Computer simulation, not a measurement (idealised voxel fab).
The following process module bears the name voxel self aligned vias.
Cross-section cut spans 200 nm and uses square cells 5 nm in size.
Heads up, the way a cross-section reads in here is a grid of square cells, handed over as bands from the top down, with every band being one or more rows of cells.
Band: top and bottom heights (nm) first, top before bottom; then materials from left to right, widths in nm. "edge to edge" marks a sole material filling the band edge to edge. "blank" denotes empty space.
Height 0 is the level under which the wafer as received is all one material. The lowest band goes on downwards, as in "0..down".
The expression "30..40" gives the width at the extremes of the band, the first number at its top row of cells and the second at its bottom row, with the width changing by equal amounts from each row to the next in between.
A step reported as "all unchanged" is a step in which no cell of the cross-section changed.
For the entry "Unvented internal voids", the listed items are empty spaces with no open way to the top whose size is 8 cells or more; each item follows the pattern width x height at distance, where distance is from the left edge and all three are in nm.
That trailing text on a step's line, after the settings, is the simulator's own remark on the step.
overlay nm: step with mask; distance mask lay right of planned place; negative value = left of planned place.

Planned process steps
1 op RECEIVE | material Si
2 op CONFORMAL_DEP | material SiO2 | thk nm 15
3 op CONFORMAL_DEP | material SiCN | thk nm 5
4 op DIRECTIONAL_DEP | material lowk | thk nm 20
5 op PATTERN | tone open | mask id LINES | material resist | width nm 20 | pitch nm 45 | thk nm 20 | overlay nm 0
6 op DIRECTIONAL_ETCH | etch materials lowk | depth nm 20
7 op STRIP | etch materials resist
8 op CONFORMAL_DEP | material TiN | thk nm 5
9 op FILL_DEP | material Ru | thk nm 10
10 op CMP | height nm 40
11 op SELECTIVE_ETCH | etch materials W Ru TiN | depth nm 10
12 op FILL_DEP | material SiN | thk nm 10
13 op CMP | height nm 40
14 op DIRECTIONAL_DEP | material lowk | thk nm 15
15 op MASKED_ETCH | tone open | mask id VIAS | width nm 30 | pitch nm 90 | etch materials lowk | depth nm 15 | overlay nm 0
16 op MASKED_ETCH | tone open | mask id VIAS | width nm 30 | pitch nm 90 | etch materials SiN | depth nm 10 | overlay nm 0
17 op CONFORMAL_DEP | material TiN | thk nm 5
18 op FILL_DEP | material Ru | thk nm 5
19 op CMP | height nm 55
20 op CONFORMAL_DEP | material SiN | thk nm 5

Cross-section, incoming material, after step 1
	0..down | Si edge to edge
	Unvented internal voids: none

Look at the cross-section after the module: the wafer started out the way shown above and the plan was the one shown above, yet one mistake was made along the way
	60..55 | SiN edge to edge
	55..45 | 40 of lowk, then 5 of TiN, then 20 of Ru, then 5 of TiN, then 60 of lowk, then 5 of TiN, then 20 of Ru, then 5 of TiN, then 40 of lowk
	45..40 | 40 of lowk, then 15 of TiN, then 10 of Ru, then 5 of TiN, then 60 of lowk, then 15 of TiN, then 10 of Ru, then 5 of TiN, then 40 of lowk
	40..35 | 50 of lowk, then 5 of TiN, then 10 of Ru, then 5 of TiN, then 25 of lowk, then 20 of SiN, then 25 of lowk, then 5 of TiN, then 10 of Ru, then 5 of TiN, then 40 of lowk
	35..30 | 50 of lowk, then 20 of TiN, then 25 of lowk, then 20 of SiN, then 25 of lowk, then 20 of TiN, then 40 of lowk
	30..25 | 50 of lowk, then 5 of TiN, then 10 of Ru, then 5 of TiN, then 25 of lowk, then 5 of TiN, then 10 of Ru, then 5 of TiN, then 25 of lowk, then 5 of TiN, then 10 of Ru, then 5 of TiN, then 40 of lowk
	25..20 | 50 of lowk, then 20 of TiN, then 25 of lowk, then 20 of TiN, then 25 of lowk, then 20 of TiN, then 40 of lowk
	20..15 | SiCN edge to edge
	15..0 | SiO2 edge to edge
	0..down | Si edge to edge
	Unvented internal voids: none
Here's what went sideways: step 5 deviated from plan and actually ran as op PATTERN | tone open | mask id LINES | material resist | width nm 20 | pitch nm 45 | thk nm 20 | overlay nm 5
